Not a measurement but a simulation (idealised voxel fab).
The name of this process module is voxel double patterning.
Xsec cut, 280 nm wide, square cell size 5 nm.
A cross-section is a grid of square cells, given in bands from the top down. A band is one or more rows of cells. Heads up on the band format: heights come first, top then bottom, in nm. After that it's the materials left to right, each with its width in nm. A single material flagged "all across" fills the whole band edge to edge, and "empty" means there's empty space there. Measure heights from 0. That's the level where, below it, the as-received wafer is all one material. The lowest band is bottomless and extends downward; write it as in "0 nm and below". The two numbers in a width such as "30 to 40" mark its ends across the band: the first belongs to the top row of cells, the second to the bottom row, and from each row to the next the width moves by the same amount. The cross-section has no changed cell in any step marked "nothing changed". Heads up: "Trapped void list" only lists the empty pockets with no open path to the top that are 8 cells or more, and it writes them as width x height at distance, distance from the left edge, in nm. Formally, on a step line, whatever follows the settings is a remark that the simulator itself makes on the step. The optional step-line setting "overlay nm" applies to steps with a mask and quantifies how far to the right of its planned location the mask lay, a negative value indicating leftward placement.
THE PROCESS STEPS THAT WERE PLANNED ARE LISTED BELOW
1,RECEIVE | material Si
2,CONFORMAL_DEP | material SiN | thk nm 10
3,DIRECTIONAL_DEP | material SiO2 | thk nm 20
4,DIRECTIONAL_DEP | material SiCN | thk nm 10
5,MASKED_ETCH | tone open | mask id FIRST | width nm 15 | pitch nm 50 | etch materials SiCN | depth nm 10 | overlay nm 0
6,MASKED_ETCH | tone open | mask id SECOND | width nm 15 | pitch nm 50 | etch materials SiCN | depth nm 10 | overlay nm 0
7,DIRECTIONAL_ETCH | etch materials SiO2 | depth nm 20
8,STRIP | etch materials SiCN
WAFER AS RECEIVED: CROSS-SECTION FOLLOWING STEP 1
0 nm and below  Si all across
Trapped void list: none
CROSS-SECTIONAL IMAGE OF THE FIRST OF TWO WAFERS AT THE END OF THE MODULE, THE RUN HAVING PROCEEDED AS PLANNED
30 nm to 10 nm  80 nm SiO2 | 15 nm empty | 10 nm SiO2 | 15 nm empty | 10 nm SiO2 | 15 nm empty | 10 nm SiO2 | 15 nm empty | 10 nm SiO2 | 15 nm empty | 85 nm SiO2
10 nm to 0 nm  SiN all across
0 nm and below  Si all across
Trapped void list: none
CROSS-SECTION OF THE LATTER OF THE TWO WAFERS AT MODULE COMPLETION. IT HAD AN IDENTICAL START AND AN IDENTICAL PLAN TO THE FORMER; IN RUNNING IT, ONE MISTAKE WAS MADE
30 nm to 0 nm  SiN all across
0 nm and below  Si all across
Trapped void list: none
Where did the run depart from the plan? step 3 off recipe, ran as DIRECTIONAL_DEP | material SiN | thk nm 20
End of process, cell counts, second wafer against first, materials with more or fewer: SiN +224; SiO2 -164
